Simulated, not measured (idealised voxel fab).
The document below concerns the process module designated voxel wiring stack.
The cross-section shown here is cut; it is 290 nm wide and divided into square cells measuring 5 nm on a side.
Just so we're on the same page, the cross-sections are grids of square cells, and they're listed out in bands top to bottom, each band one or more rows deep. For a band, the entry starts with two heights in nm, that of the top and then that of the bottom, and carries on with the band's materials in order from left to right, each alongside its width in nm; the word "full width" beside a single material means it fills the band edge to edge, and "air" means empty space. Where do heights start? At 0: under that level the wafer as delivered is made of one material only. And the lowest band has no floor; it just carries on downward, as in "0 nm and below". Quick explanation for "30->40": the width changes in equal steps down the rows of cells, from the first number in the band's top row to the second number in its bottom row. "no alteration" -> step changed no cross-section cell. Entry "Unvented voids" = empty spaces >= 8 cells with no open way to the top; each as width x height at distance, distance from left edge, all nm. On each step's line, the part that comes after the settings is the simulator's own comment on the step. "overlay nm" on a masked step: distance the mask lay right of its planned place, negative for left.
**The process steps that were planned are listed below**
| 1 | RECEIVE [material Si] |
| 2 | CONFORMAL_DEP [material SiO2] [thk nm 15] |
| 3 | DIRECTIONAL_DEP [material TiN] [thk nm 5] |
| 4 | DIRECTIONAL_DEP [material Ru] [thk nm 25] |
| 5 | DIRECTIONAL_DEP [material aC] [thk nm 10] |
| 6 | PATTERN [tone cover] [mask id METAL_1] [material resist] [width nm 25] [pitch nm 40] [thk nm 30] [overlay nm 0] |
| 7 | DIRECTIONAL_ETCH [etch materials aC] [depth nm 10] |
| 8 | STRIP [etch materials resist] |
| 9 | DIRECTIONAL_ETCH [etch materials Ru] [depth nm 25] |
| 10 | DIRECTIONAL_ETCH [etch materials TiN] [depth nm 5] |
| 11 | STRIP [etch materials aC] |
| 12 | FILL_DEP [material lowk] [thk nm 10] |
| 13 | CMP [height nm 45] |
| 14 | CONFORMAL_DEP [material SiCN] [thk nm 5] |
| 15 | DIRECTIONAL_DEP [material SiO2] [thk nm 20] |
| 16 | PATTERN [tone open] [mask id PLUG_1] [material resist] [width nm 15] [pitch nm 40] [thk nm 20] [overlay nm 0] |
| 17 | DIRECTIONAL_ETCH [etch materials SiO2] [depth nm 20] |
| 18 | DIRECTIONAL_ETCH [etch materials SiCN] [depth nm 5] |
| 19 | STRIP [etch materials resist] |
| 20 | EPI [material Ru] [thk nm 10] |
| 21 | EPI [material Ru] [thk nm 10] |
| 22 | EPI [material Ru] [thk nm 5] |
| 23 | DIRECTIONAL_DEP [material TiN] [thk nm 5] |
| 24 | DIRECTIONAL_DEP [material Ru] [thk nm 20] |
| 25 | DIRECTIONAL_DEP [material aC] [thk nm 15] |
| 26 | PATTERN [tone cover] [mask id METAL_2] [material resist] [width nm 25] [pitch nm 40] [thk nm 30] [overlay nm 0] |
| 27 | DIRECTIONAL_ETCH [etch materials aC] [depth nm 15] |
| 28 | STRIP [etch materials resist] |
| 29 | DIRECTIONAL_ETCH [etch materials Ru] [depth nm 20] |
| 30 | DIRECTIONAL_ETCH [etch materials TiN] [depth nm 5] |
| 31 | STRIP [etch materials aC] |
| 32 | FILL_DEP [material lowk] [thk nm 10] |
| 33 | CMP [height nm 95] |
| 34 | CONFORMAL_DEP [material SiCN] [thk nm 5] |
| 35 | DIRECTIONAL_DEP [material SiO2] [thk nm 30] |
| 36 | DIRECTIONAL_DEP [material aC] [thk nm 10] |
| 37 | PATTERN [tone open] [mask id METAL_3] [material resist] [width nm 25] [pitch nm 40] [thk nm 25] [overlay nm 0] |
| 38 | DIRECTIONAL_ETCH [etch materials aC] [depth nm 10] |
| 39 | STRIP [etch materials resist] |
| 40 | DIRECTIONAL_ETCH [etch materials SiO2] [depth nm 15] |
| 41 | STRIP [etch materials aC] |
| 42 | PATTERN [tone open] [mask id METAL_3_HOLES] [material resist] [width nm 15] [thk nm 15] [overlay nm 0] |
| 43 | DIRECTIONAL_ETCH [etch materials SiO2] [depth nm 15] |
| 44 | DIRECTIONAL_ETCH [etch materials SiCN] [depth nm 5] |
| 45 | STRIP [etch materials resist] |
| 46 | CONFORMAL_DEP [material TiN] [thk nm 5] |
| 47 | FILL_DEP [material Cu] [thk nm 5] |
| 48 | CMP [height nm 130] |
| 49 | CONFORMAL_DEP [material SiCN] [thk nm 5] |
| 50 | DIRECTIONAL_DEP [material SiO2] [thk nm 25] |
| 51 | MASKED_ETCH [tone open] [mask id METAL_4_HOLES] [width nm 15] [pitch nm 40] [etch materials SiO2] [depth nm 25] [overlay nm 0] |
| 52 | PATTERN [tone open] [mask id METAL_4] [material resist] [width nm 25] [pitch nm 40] [thk nm 20] [overlay nm 0] |
| 53 | DIRECTIONAL_ETCH [etch materials SiO2] [depth nm 15] |
| 54 | DIRECTIONAL_ETCH [etch materials SiCN] [depth nm 5] |
| 55 | STRIP [etch materials resist] |
| 56 | CONFORMAL_DEP [material TiN] [thk nm 5] |
| 57 | FILL_DEP [material Cu] [thk nm 5] |
| 58 | CMP [height nm 160] |
| 59 | CONFORMAL_DEP [material SiCN] [thk nm 5] |
**On the first of the two wafers: run conducted according to plan**
**The cross-section here shows the wafer as received, i.e. in its state after step 1**
* 0 nm and below = Si full width
* Unvented voids: none
**State of the wafer after step 2, shown in cross-section**
* 15 nm to 0 nm = SiO2 full width
* Anything lower than 0 is untouched.
**State of the wafer after step 3, shown in cross-section**
* 20 nm to 15 nm = TiN full width
* Anything lower than 15 is untouched.
**State of the wafer after step 4, shown in cross-section**
* 45 nm to 20 nm = Ru full width
* Anything lower than 20 is untouched.
**State of the wafer after step 5, shown in cross-section**
* 55 nm to 45 nm = aC full width
* Anything lower than 45 is untouched.
**State of the wafer after step 6, shown in cross-section**
* 85 nm to 55 nm = 110 air, 25 resist, 15 air, 25 resist, 115 air
* Anything lower than 55 is untouched.
**State of the wafer after step 7, shown in cross-section**
* 75 nm to 55 nm = 110 air, 25 resist, 15 air, 25 resist, 115 air
* 55 nm to 45 nm = 110 air, 25 aC, 15 air, 25 aC, 115 air
* Anything lower than 45 is untouched.
**State of the wafer after step 8, shown in cross-section**
* 55 nm to 45 nm = 110 air, 25 aC, 15 air, 25 aC, 115 air
* Anything lower than 45 is untouched.
**State of the wafer after step 9, shown in cross-section**
* 55 nm to 45 nm = 110 air, 25 aC, 15 air, 25 aC, 115 air
* 45 nm to 20 nm = 110 air, 25 Ru, 15 air, 25 Ru, 115 air
* Anything lower than 20 is untouched.
**State of the wafer after step 10, shown in cross-section**
* 55 nm to 45 nm = 110 air, 25 aC, 15 air, 25 aC, 115 air
* 45 nm to 20 nm = 110 air, 25 Ru, 15 air, 25 Ru, 115 air
* 20 nm to 15 nm = 110 air, 25 TiN, 15 air, 25 TiN, 115 air
* Anything lower than 15 is untouched.
**State of the wafer after step 11, shown in cross-section**
* 45 nm to 20 nm = 110 air, 25 Ru, 15 air, 25 Ru, 115 air
* Anything lower than 20 is untouched.
**State of the wafer after step 12, shown in cross-section**
* 55 nm to 45 nm = lowk full width
* 45 nm to 20 nm = 110 lowk, 25 Ru, 15 lowk, 25 Ru, 115 lowk
* 20 nm to 15 nm = 110 lowk, 25 TiN, 15 lowk, 25 TiN, 115 lowk
* Anything lower than 15 is untouched.
**State of the wafer after step 13, shown in cross-section**
* 45 nm to 20 nm = 110 lowk, 25 Ru, 15 lowk, 25 Ru, 115 lowk
* Anything lower than 20 is untouched.
**State of the wafer after step 14, shown in cross-section**
* 50 nm to 45 nm = SiCN full width
* Anything lower than 45 is untouched.
**State of the wafer after step 15, shown in cross-section**
* 70 nm to 50 nm = SiO2 full width
* Anything lower than 50 is untouched.
**State of the wafer after step 16, shown in cross-section**
* 90 nm to 70 nm = 110 resist, 15 air, 25 resist, 15 air, 125 resist
* Anything lower than 70 is untouched.
**State of the wafer after step 17, shown in cross-section**
* 90 nm to 70 nm = 110 resist, 15 air, 25 resist, 15 air, 125 resist
* 70 nm to 50 nm = 110 SiO2, 15 air, 25 SiO2, 15 air, 125 SiO2
* Anything lower than 50 is untouched.
**State of the wafer after step 18, shown in cross-section**
* 90 nm to 70 nm = 110 resist, 15 air, 25 resist, 15 air, 125 resist
* 70 nm to 50 nm = 110 SiO2, 15 air, 25 SiO2, 15 air, 125 SiO2
* 50 nm to 45 nm = 110 SiCN, 15 air, 25 SiCN, 15 air, 125 SiCN
* Anything lower than 45 is untouched.
**State of the wafer after step 19, shown in cross-section**
* 70 nm to 50 nm = 110 SiO2, 15 air, 25 SiO2, 15 air, 125 SiO2
* Anything lower than 50 is untouched.
**State of the wafer after step 20, shown in cross-section**
* 70 nm to 55 nm = 110 SiO2, 15 air, 25 SiO2, 15 air, 125 SiO2
* 55 nm to 50 nm = 110 SiO2, 15 Ru, 25 SiO2, 15 Ru, 125 SiO2
* 50 nm to 45 nm = 110 SiCN, 15 Ru, 25 SiCN, 15 Ru, 125 SiCN
* Anything lower than 45 is untouched.
**State of the wafer after step 21, shown in cross-section**
* 70 nm to 65 nm = 110 SiO2, 15 air, 25 SiO2, 15 air, 125 SiO2
* 65 nm to 50 nm = 110 SiO2, 15 Ru, 25 SiO2, 15 Ru, 125 SiO2
* Anything lower than 50 is untouched.
**State of the wafer after step 22, shown in cross-section**
* 70 nm to 50 nm = 110 SiO2, 15 Ru, 25 SiO2, 15 Ru, 125 SiO2
* Anything lower than 50 is untouched.
**State of the wafer after step 23, shown in cross-section**
* 75 nm to 70 nm = TiN full width
* Anything lower than 70 is untouched.
**State of the wafer after step 24, shown in cross-section**
* 95 nm to 75 nm = Ru full width
* Anything lower than 75 is untouched.
**State of the wafer after step 25, shown in cross-section**
* 110 nm to 95 nm = aC full width
* Anything lower than 95 is untouched.
**State of the wafer after step 26, shown in cross-section**
* 140 nm to 110 nm = 110 air, 25 resist, 15 air, 25 resist, 115 air
* Anything lower than 110 is untouched.
**State of the wafer after step 27, shown in cross-section**
* 125 nm to 110 nm = 110 air, 25 resist, 15 air, 25 resist, 115 air
* 110 nm to 95 nm = 110 air, 25 aC, 15 air, 25 aC, 115 air
* Anything lower than 95 is untouched.
**State of the wafer after step 28, shown in cross-section**
* 110 nm to 95 nm = 110 air, 25 aC, 15 air, 25 aC, 115 air
* Anything lower than 95 is untouched.
**State of the wafer after step 29, shown in cross-section**
* 110 nm to 95 nm = 110 air, 25 aC, 15 air, 25 aC, 115 air
* 95 nm to 75 nm = 110 air, 25 Ru, 15 air, 25 Ru, 115 air
* Anything lower than 75 is untouched.
**State of the wafer after step 30, shown in cross-section**
* 110 nm to 95 nm = 110 air, 25 aC, 15 air, 25 aC, 115 air
* 95 nm to 75 nm = 110 air, 25 Ru, 15 air, 25 Ru, 115 air
* 75 nm to 70 nm = 110 air, 25 TiN, 15 air, 25 TiN, 115 air
* Anything lower than 70 is untouched.
**State of the wafer after step 31, shown in cross-section**
* 95 nm to 75 nm = 110 air, 25 Ru, 15 air, 25 Ru, 115 air
* Anything lower than 75 is untouched.
**State of the wafer after step 32, shown in cross-section**
* 105 nm to 95 nm = lowk full width
* 95 nm to 75 nm = 110 lowk, 25 Ru, 15 lowk, 25 Ru, 115 lowk
* 75 nm to 70 nm = 110 lowk, 25 TiN, 15 lowk, 25 TiN, 115 lowk
* Anything lower than 70 is untouched.
**State of the wafer after step 33, shown in cross-section**
* 95 nm to 75 nm = 110 lowk, 25 Ru, 15 lowk, 25 Ru, 115 lowk
* Anything lower than 75 is untouched.
**State of the wafer after step 34, shown in cross-section**
* 100 nm to 95 nm = SiCN full width
* Anything lower than 95 is untouched.
**State of the wafer after step 35, shown in cross-section**
* 130 nm to 100 nm = SiO2 full width
* Anything lower than 100 is untouched.
**State of the wafer after step 36, shown in cross-section**
* 140 nm to 130 nm = aC full width
* Anything lower than 130 is untouched.
**State of the wafer after step 37, shown in cross-section**
* 165 nm to 140 nm = 110 resist, 25 air, 15 resist, 25 air, 115 resist
* Anything lower than 140 is untouched.
**State of the wafer after step 38, shown in cross-section**
* 155 nm to 140 nm = 110 resist, 25 air, 15 resist, 25 air, 115 resist
* 140 nm to 130 nm = 110 aC, 25 air, 15 aC, 25 air, 115 aC
* Anything lower than 130 is untouched.
**State of the wafer after step 39, shown in cross-section**
* 140 nm to 130 nm = 110 aC, 25 air, 15 aC, 25 air, 115 aC
* Anything lower than 130 is untouched.
**State of the wafer after step 40, shown in cross-section**
* 140 nm to 130 nm = 110 aC, 25 air, 15 aC, 25 air, 115 aC
* 130 nm to 115 nm = 110 SiO2, 25 air, 15 SiO2, 25 air, 115 SiO2
* Anything lower than 115 is untouched.
**State of the wafer after step 41, shown in cross-section**
* 130 nm to 115 nm = 110 SiO2, 25 air, 15 SiO2, 25 air, 115 SiO2
* Anything lower than 115 is untouched.
**State of the wafer after step 42, shown in cross-section**
* 145 nm to 130 nm = 110 resist, 15 air, 165 resist
* 130 nm to 115 nm = 110 SiO2, 15 air, 10 resist, 15 SiO2, 25 resist, 115 SiO2
* Anything lower than 115 is untouched.
**State of the wafer after step 43, shown in cross-section**
* 145 nm to 130 nm = 110 resist, 15 air, 165 resist
* 130 nm to 115 nm = 110 SiO2, 15 air, 10 resist, 15 SiO2, 25 resist, 115 SiO2
* 115 nm to 100 nm = 110 SiO2, 15 air, 165 SiO2
* Anything lower than 100 is untouched.
**State of the wafer after step 44, shown in cross-section**
* 145 nm to 130 nm = 110 resist, 15 air, 165 resist
* 130 nm to 115 nm = 110 SiO2, 15 air, 10 resist, 15 SiO2, 25 resist, 115 SiO2
* 115 nm to 100 nm = 110 SiO2, 15 air, 165 SiO2
* 100 nm to 95 nm = 110 SiCN, 15 air, 165 SiCN
* Anything lower than 95 is untouched.
**State of the wafer after step 45, shown in cross-section**
* 130 nm to 115 nm = 110 SiO2, 25 air, 15 SiO2, 25 air, 115 SiO2
* Anything lower than 115 is untouched.
**State of the wafer after step 46, shown in cross-section**
* 135 nm to 130 nm = 115 TiN, 15 air, 25 TiN, 15 air, 120 TiN
* 130 nm to 120 nm = 110 SiO2, 5 TiN, 15 air, 5 TiN, 15 SiO2, 5 TiN, 15 air, 5 TiN, 115 SiO2
* 120 nm to 115 nm = 110 SiO2, 5 TiN, 5 air, 15 TiN, 15 SiO2, 25 TiN, 115 SiO2
* 115 nm to 100 nm = 110 SiO2, 5 TiN, 5 air, 5 TiN, 165 SiO2
* 100 nm to 95 nm = 110 SiCN, 15 TiN, 165 SiCN
* Anything lower than 95 is untouched.
**State of the wafer after step 47, shown in cross-section**
* 140 nm to 135 nm = Cu full width
* 135 nm to 130 nm = 115 TiN, 15 Cu, 25 TiN, 15 Cu, 120 TiN
* 130 nm to 120 nm = 110 SiO2, 5 TiN, 15 Cu, 5 TiN, 15 SiO2, 5 TiN, 15 Cu, 5 TiN, 115 SiO2
* 120 nm to 115 nm = 110 SiO2, 5 TiN, 5 Cu, 15 TiN, 15 SiO2, 25 TiN, 115 SiO2
* 115 nm to 100 nm = 110 SiO2, 5 TiN, 5 Cu, 5 TiN, 165 SiO2
* Anything lower than 100 is untouched.
**State of the wafer after step 48, shown in cross-section**
* 130 nm to 120 nm = 110 SiO2, 5 TiN, 15 Cu, 5 TiN, 15 SiO2, 5 TiN, 15 Cu, 5 TiN, 115 SiO2
* Anything lower than 120 is untouched.
**State of the wafer after step 49, shown in cross-section**
* 135 nm to 130 nm = SiCN full width
* Anything lower than 130 is untouched.
**State of the wafer after step 50, shown in cross-section**
* 160 nm to 135 nm = SiO2 full width
* Anything lower than 135 is untouched.
**State of the wafer after step 51, shown in cross-section**
* 160 nm to 135 nm = 110 SiO2, 15 air, 25 SiO2, 15 air, 125 SiO2
* Anything lower than 135 is untouched.
**State of the wafer after step 52, shown in cross-section**
* 180 nm to 160 nm = 110 resist, 25 air, 15 resist, 25 air, 115 resist
* Anything lower than 160 is untouched.
**State of the wafer after step 53, shown in cross-section**
* 180 nm to 160 nm = 110 resist, 25 air, 15 resist, 25 air, 115 resist
* 160 nm to 145 nm = 110 SiO2, 25 air, 15 SiO2, 25 air, 115 SiO2
* Anything lower than 145 is untouched.
**State of the wafer after step 54, shown in cross-section**
* 180 nm to 160 nm = 110 resist, 25 air, 15 resist, 25 air, 115 resist
* 160 nm to 145 nm = 110 SiO2, 25 air, 15 SiO2, 25 air, 115 SiO2
* 145 nm to 135 nm = 110 SiO2, 15 air, 25 SiO2, 15 air, 125 SiO2
* 135 nm to 130 nm = 110 SiCN, 15 air, 25 SiCN, 15 air, 125 SiCN
* Anything lower than 130 is untouched.
**State of the wafer after step 55, shown in cross-section**
* 160 nm to 145 nm = 110 SiO2, 25 air, 15 SiO2, 25 air, 115 SiO2
* Anything lower than 145 is untouched.
**State of the wafer after step 56, shown in cross-section**
* 165 nm to 160 nm = 115 TiN, 15 air, 25 TiN, 15 air, 120 TiN
* 160 nm to 150 nm = 110 SiO2, 5 TiN, 15 air, 5 TiN, 15 SiO2, 5 TiN, 15 air, 5 TiN, 115 SiO2
* 150 nm to 145 nm = 110 SiO2, 5 TiN, 5 air, 15 TiN, 15 SiO2, 5 TiN, 5 air, 15 TiN, 115 SiO2
* 145 nm to 135 nm = 110 SiO2, 5 TiN, 5 air, 5 TiN, 25 SiO2, 5 TiN, 5 air, 5 TiN, 125 SiO2
* 135 nm to 130 nm = 110 SiCN, 15 TiN, 25 SiCN, 15 TiN, 125 SiCN
* Anything lower than 130 is untouched.
**State of the wafer after step 57, shown in cross-section**
* 170 nm to 165 nm = Cu full width
* 165 nm to 160 nm = 115 TiN, 15 Cu, 25 TiN, 15 Cu, 120 TiN
* 160 nm to 150 nm = 110 SiO2, 5 TiN, 15 Cu, 5 TiN, 15 SiO2, 5 TiN, 15 Cu, 5 TiN, 115 SiO2
* 150 nm to 145 nm = 110 SiO2, 5 TiN, 5 Cu, 15 TiN, 15 SiO2, 5 TiN, 5 Cu, 15 TiN, 115 SiO2
* 145 nm to 135 nm = 110 SiO2, 5 TiN, 5 Cu, 5 TiN, 25 SiO2, 5 TiN, 5 Cu, 5 TiN, 125 SiO2
* Anything lower than 135 is untouched.
**State of the wafer after step 58, shown in cross-section**
* 160 nm to 150 nm = 110 SiO2, 5 TiN, 15 Cu, 5 TiN, 15 SiO2, 5 TiN, 15 Cu, 5 TiN, 115 SiO2
* Anything lower than 150 is untouched.
**State of the wafer after step 59, shown in cross-section**
* 165 nm to 160 nm = SiCN full width
* Anything lower than 160 is untouched.
**It is to be noted that the second wafer proceeded from the same initial state and according to the same plan as the first, although one mistake was committed in its execution; through step 31, inclusive, the two wafers share an identical history**
**Here is the second wafer in cross-section at the point where step 32 of the plan should have been done**
* 105 nm to 95 nm = aC full width
* 95 nm to 75 nm = 110 aC, 25 Ru, 15 aC, 25 Ru, 115 aC
* 75 nm to 70 nm = 110 aC, 25 TiN, 15 aC, 25 TiN, 115 aC
* Anything lower than 70 is untouched.
**Here is the second wafer in cross-section at the point where step 33 of the plan should have been done**
* 95 nm to 75 nm = 110 aC, 25 Ru, 15 aC, 25 Ru, 115 aC
* Anything lower than 75 is untouched.
**Here is the second wafer in cross-section at the point where step 34 of the plan should have been done**
* 100 nm to 95 nm = SiCN full width
* Anything lower than 95 is untouched.
**Here is the second wafer in cross-section at the point where step 35 of the plan should have been done**
* 130 nm to 100 nm = SiO2 full width
* Anything lower than 100 is untouched.
**Here is the second wafer in cross-section at the point where step 36 of the plan should have been done**
* 140 nm to 130 nm = aC full width
* Anything lower than 130 is untouched.
**Here is the second wafer in cross-section at the point where step 37 of the plan should have been done**
* 165 nm to 140 nm = 110 resist, 25 air, 15 resist, 25 air, 115 resist
* Anything lower than 140 is untouched.
**Here is the second wafer in cross-section at the point where step 38 of the plan should have been done**
* 155 nm to 140 nm = 110 resist, 25 air, 15 resist, 25 air, 115 resist
* 140 nm to 130 nm = 110 aC, 25 air, 15 aC, 25 air, 115 aC
* Anything lower than 130 is untouched.
**Here is the second wafer in cross-section at the point where step 39 of the plan should have been done**
* 140 nm to 130 nm = 110 aC, 25 air, 15 aC, 25 air, 115 aC
* Anything lower than 130 is untouched.
**Here is the second wafer in cross-section at the point where step 40 of the plan should have been done**
* 140 nm to 130 nm = 110 aC, 25 air, 15 aC, 25 air, 115 aC
* 130 nm to 115 nm = 110 SiO2, 25 air, 15 SiO2, 25 air, 115 SiO2
* Anything lower than 115 is untouched.
**Here is the second wafer in cross-section at the point where step 41 of the plan should have been done**
* 130 nm to 115 nm = 110 SiO2, 25 air, 15 SiO2, 25 air, 115 SiO2
* Anything lower than 115 is untouched.
**Here is the second wafer in cross-section at the point where step 42 of the plan should have been done**
* 145 nm to 130 nm = 110 resist, 15 air, 165 resist
* 130 nm to 115 nm = 110 SiO2, 15 air, 10 resist, 15 SiO2, 25 resist, 115 SiO2
* Anything lower than 115 is untouched.
**Here is the second wafer in cross-section at the point where step 43 of the plan should have been done**
* 145 nm to 130 nm = 110 resist, 15 air, 165 resist
* 130 nm to 115 nm = 110 SiO2, 15 air, 10 resist, 15 SiO2, 25 resist, 115 SiO2
* 115 nm to 100 nm = 110 SiO2, 15 air, 165 SiO2
* Anything lower than 100 is untouched.
**Here is the second wafer in cross-section at the point where step 44 of the plan should have been done**
* 145 nm to 130 nm = 110 resist, 15 air, 165 resist
* 130 nm to 115 nm = 110 SiO2, 15 air, 10 resist, 15 SiO2, 25 resist, 115 SiO2
* 115 nm to 100 nm = 110 SiO2, 15 air, 165 SiO2
* 100 nm to 95 nm = 110 SiCN, 15 air, 165 SiCN
* Anything lower than 95 is untouched.
**Here is the second wafer in cross-section at the point where step 45 of the plan should have been done**
* 130 nm to 115 nm = 110 SiO2, 25 air, 15 SiO2, 25 air, 115 SiO2
* Anything lower than 115 is untouched.
**Here is the second wafer in cross-section at the point where step 46 of the plan should have been done**
* 135 nm to 130 nm = 115 TiN, 15 air, 25 TiN, 15 air, 120 TiN
* 130 nm to 120 nm = 110 SiO2, 5 TiN, 15 air, 5 TiN, 15 SiO2, 5 TiN, 15 air, 5 TiN, 115 SiO2
* 120 nm to 115 nm = 110 SiO2, 5 TiN, 5 air, 15 TiN, 15 SiO2, 25 TiN, 115 SiO2
* 115 nm to 100 nm = 110 SiO2, 5 TiN, 5 air, 5 TiN, 165 SiO2
* 100 nm to 95 nm = 110 SiCN, 15 TiN, 165 SiCN
* Anything lower than 95 is untouched.
**Here is the second wafer in cross-section at the point where step 47 of the plan should have been done**
* 140 nm to 135 nm = Cu full width
* 135 nm to 130 nm = 115 TiN, 15 Cu, 25 TiN, 15 Cu, 120 TiN
* 130 nm to 120 nm = 110 SiO2, 5 TiN, 15 Cu, 5 TiN, 15 SiO2, 5 TiN, 15 Cu, 5 TiN, 115 SiO2
* 120 nm to 115 nm = 110 SiO2, 5 TiN, 5 Cu, 15 TiN, 15 SiO2, 25 TiN, 115 SiO2
* 115 nm to 100 nm = 110 SiO2, 5 TiN, 5 Cu, 5 TiN, 165 SiO2
* Anything lower than 100 is untouched.
**Here is the second wafer in cross-section at the point where step 48 of the plan should have been done**
* 130 nm to 120 nm = 110 SiO2, 5 TiN, 15 Cu, 5 TiN, 15 SiO2, 5 TiN, 15 Cu, 5 TiN, 115 SiO2
* Anything lower than 120 is untouched.
**Here is the second wafer in cross-section at the point where step 49 of the plan should have been done**
* 135 nm to 130 nm = SiCN full width
* Anything lower than 130 is untouched.
**Here is the second wafer in cross-section at the point where step 50 of the plan should have been done**
* 160 nm to 135 nm = SiO2 full width
* Anything lower than 135 is untouched.
**Here is the second wafer in cross-section at the point where step 51 of the plan should have been done**
* 160 nm to 135 nm = 110 SiO2, 15 air, 25 SiO2, 15 air, 125 SiO2
* Anything lower than 135 is untouched.
**Here is the second wafer in cross-section at the point where step 52 of the plan should have been done**
* 180 nm to 160 nm = 110 resist, 25 air, 15 resist, 25 air, 115 resist
* Anything lower than 160 is untouched.
**Here is the second wafer in cross-section at the point where step 53 of the plan should have been done**
* 180 nm to 160 nm = 110 resist, 25 air, 15 resist, 25 air, 115 resist
* 160 nm to 145 nm = 110 SiO2, 25 air, 15 SiO2, 25 air, 115 SiO2
* Anything lower than 145 is untouched.
**Here is the second wafer in cross-section at the point where step 54 of the plan should have been done**
* 180 nm to 160 nm = 110 resist, 25 air, 15 resist, 25 air, 115 resist
* 160 nm to 145 nm = 110 SiO2, 25 air, 15 SiO2, 25 air, 115 SiO2
* 145 nm to 135 nm = 110 SiO2, 15 air, 25 SiO2, 15 air, 125 SiO2
* 135 nm to 130 nm = 110 SiCN, 15 air, 25 SiCN, 15 air, 125 SiCN
* Anything lower than 130 is untouched.
**Here is the second wafer in cross-section at the point where step 55 of the plan should have been done**
* 160 nm to 145 nm = 110 SiO2, 25 air, 15 SiO2, 25 air, 115 SiO2
* Anything lower than 145 is untouched.
**Here is the second wafer in cross-section at the point where step 56 of the plan should have been done**
* 165 nm to 160 nm = 115 TiN, 15 air, 25 TiN, 15 air, 120 TiN
* 160 nm to 150 nm = 110 SiO2, 5 TiN, 15 air, 5 TiN, 15 SiO2, 5 TiN, 15 air, 5 TiN, 115 SiO2
* 150 nm to 145 nm = 110 SiO2, 5 TiN, 5 air, 15 TiN, 15 SiO2, 5 TiN, 5 air, 15 TiN, 115 SiO2
* 145 nm to 135 nm = 110 SiO2, 5 TiN, 5 air, 5 TiN, 25 SiO2, 5 TiN, 5 air, 5 TiN, 125 SiO2
* 135 nm to 130 nm = 110 SiCN, 15 TiN, 25 SiCN, 15 TiN, 125 SiCN
* Anything lower than 130 is untouched.
**Here is the second wafer in cross-section at the point where step 57 of the plan should have been done**
* 170 nm to 165 nm = Cu full width
* 165 nm to 160 nm = 115 TiN, 15 Cu, 25 TiN, 15 Cu, 120 TiN
* 160 nm to 150 nm = 110 SiO2, 5 TiN, 15 Cu, 5 TiN, 15 SiO2, 5 TiN, 15 Cu, 5 TiN, 115 SiO2
* 150 nm to 145 nm = 110 SiO2, 5 TiN, 5 Cu, 15 TiN, 15 SiO2, 5 TiN, 5 Cu, 15 TiN, 115 SiO2
* 145 nm to 135 nm = 110 SiO2, 5 TiN, 5 Cu, 5 TiN, 25 SiO2, 5 TiN, 5 Cu, 5 TiN, 125 SiO2
* Anything lower than 135 is untouched.
**Here is the second wafer in cross-section at the point where step 58 of the plan should have been done**
* 160 nm to 150 nm = 110 SiO2, 5 TiN, 15 Cu, 5 TiN, 15 SiO2, 5 TiN, 15 Cu, 5 TiN, 115 SiO2
* Anything lower than 150 is untouched.
**Here is the second wafer in cross-section at the point where step 59 of the plan should have been done**
* 165 nm to 160 nm = SiCN full width
* Anything lower than 160 is untouched.
So what did we get wrong on this run? heads up, step 32 didn't go per plan, it actually ran as FILL_DEP [material aC] [thk nm 10]
Looking at both finished wafers in cells, the second ends up ahead of or behind the first on some materials: aC: 240 more, lowk: 240 fewer
